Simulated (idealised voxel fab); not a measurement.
process module | voxel capacitor over wiring
cross-section cut | 205 nm wide | cells 5 nm
A cross-section is a grid of square cells, given in bands from the top down. A band is one or more rows of cells.
Each band's line starts with the height of the band's top and of its bottom, in nm. Then come its materials from left to right, each with its width in nm. One material with "throughout" fills the band from edge to edge. "air" is empty space.
Height 0 is the level under which the wafer as received is all one material. The lowest band goes on downwards, as in "0 down".
A width such as "30 to 40" changes by the same amount from each row of cells to the next, from the band's top row to its bottom row.
"no change" after a step means that no cell of the cross-section changed.
closed voids: empty space of 8 cells or more with no open way to the top, each as width x height at its distance from the left edge, in nm
after a step's settings: what the simulator itself notes on the step
overlay nm, on a step with a mask: how far to the right of its planned place the mask lay; to the left if negative
plan
1 op RECEIVE | material Si
2 op CONFORMAL_DEP | material SiO2 | thk nm 10
3 op CONFORMAL_DEP | material SiCN | thk nm 5
4 op DIRECTIONAL_DEP | material lowk | thk nm 15
5 op PATTERN | tone open | mask id METAL_1 | material resist | width nm 25 | pitch nm 95 | thk nm 15 | overlay nm 0
6 op DIRECTIONAL_ETCH | etch materials lowk | depth nm 15
7 op DIRECTIONAL_ETCH | etch materials SiCN | depth nm 5
8 op STRIP | etch materials resist
9 op CONFORMAL_DEP | material TiN | thk nm 5
10 op FILL_DEP | material Cu | thk nm 5
11 op CMP | height nm 30
12 op EPI | material Ru | thk nm 5
13 op FILL_DEP | material SiCN | thk nm 5
14 op DIRECTIONAL_DEP | material lowk | thk nm 15
15 op DIRECTIONAL_DEP | material aC | thk nm 15
16 op PATTERN | tone open | mask id PLUG_1 | material resist | width nm 15 | thk nm 35 | overlay nm 0
17 op DIRECTIONAL_ETCH | etch materials aC | depth nm 15
18 op STRIP | etch materials resist
19 op DIRECTIONAL_ETCH | etch materials lowk | depth nm 15
20 op DIRECTIONAL_ETCH | etch materials SiCN | depth nm 5
21 op STRIP | etch materials aC
22 op EPI | material Ru | thk nm 10
23 op EPI | material Ru | thk nm 10
24 op DIRECTIONAL_DEP | material TiN | thk nm 10
25 op DIRECTIONAL_DEP | material Al2O3 | thk nm 5
26 op DIRECTIONAL_DEP | material TiN | thk nm 5
27 op MASKED_ETCH | tone cover | mask id UPPER_PLATE | width nm 75 | etch materials TiN | depth nm 5 | overlay nm 0
28 op MASKED_ETCH | tone cover | mask id UPPER_PLATE | width nm 75 | etch materials Al2O3 | depth nm 5 | overlay nm 0
29 op PATTERN | tone cover | mask id LOWER_PLATE | material resist | width nm 85 | thk nm 20 | overlay nm 0
30 op DIRECTIONAL_ETCH | etch materials TiN | depth nm 10
31 op STRIP | etch materials resist
32 op FILL_DEP | material SiO2 | thk nm 20
33 op CMP | height nm 90
34 op DIRECTIONAL_DEP | material aC | thk nm 10
35 op PATTERN | tone open | mask id PLUG_2 | material resist | width nm 15 | thk nm 30 | overlay nm 0
36 op DIRECTIONAL_ETCH | etch materials aC | depth nm 10
37 op STRIP | etch materials resist
38 op DIRECTIONAL_ETCH | etch materials SiO2 | depth nm 15
39 op STRIP | etch materials aC
40 op CONFORMAL_DEP | material TiN | thk nm 5
41 op FILL_DEP | material Ru | thk nm 5
42 op CMP | height nm 90
43 op CONFORMAL_DEP | material SiN | thk nm 5
as received, after step 1
  0 down: Si throughout
  closed voids: none
first wafer at the end, as planned
  95 to 90: SiN throughout
  90 to 80: SiO2 60 | TiN 5 | Ru 5 | TiN 5 | SiO2 130
  80 to 70: SiO2 60 to 50 | TiN 15 to 75 | SiO2 130 to 80
  70 to 65: SiO2 50 | Al2O3 75 | SiO2 80
  65 to 55: SiO2 45 | TiN 85 | SiO2 75
  55 to 40: lowk 50 | Ru 15 | lowk 140
  40 to 35: SiCN 50 | Ru 15 | SiCN 140
  35 to 30: SiCN 35 | Ru 35 | SiCN 60 | Ru 35 | SiCN 40
  30 to 15: lowk 40 | TiN 5 | Cu 15 | TiN 5 | lowk 70 | TiN 5 | Cu 15 | TiN 5 | lowk 45
  15 to 10: SiCN 40 | TiN 25 | SiCN 70 | TiN 25 | SiCN 45
  10 to 0: SiO2 throughout
  0 down: Si throughout
  closed voids: none
second wafer at the end: like start, like plan, one mistake
  95 to 90: SiN throughout
  90 to 80: SiO2 50 | TiN 5 | Ru 5 | TiN 5 | SiO2 140
  80 to 70: SiO2 50 | TiN 15 to 75 | SiO2 140 to 80
  70 to 65: SiO2 50 | Al2O3 75 | SiO2 80
  65 to 55: SiO2 45 | TiN 85 | SiO2 75
  55 to 40: lowk 50 | Ru 15 | lowk 140
  40 to 35: SiCN 50 | Ru 15 | SiCN 140
  35 to 30: SiCN 35 | Ru 35 | SiCN 60 | Ru 35 | SiCN 40
  30 to 15: lowk 40 | TiN 5 | Cu 15 | TiN 5 | lowk 70 | TiN 5 | Cu 15 | TiN 5 | lowk 45
  15 to 10: SiCN 40 | TiN 25 | SiCN 70 | TiN 25 | SiCN 45
  10 to 0: SiO2 throughout
  0 down: Si throughout
  closed voids: none
what went wrong: step 35 ran as: op PATTERN | tone open | mask id PLUG_2 | material resist | width nm 15 | thk nm 30 | overlay nm -10
at the end the second wafer has, in cells: as many of each material as the first, in other places
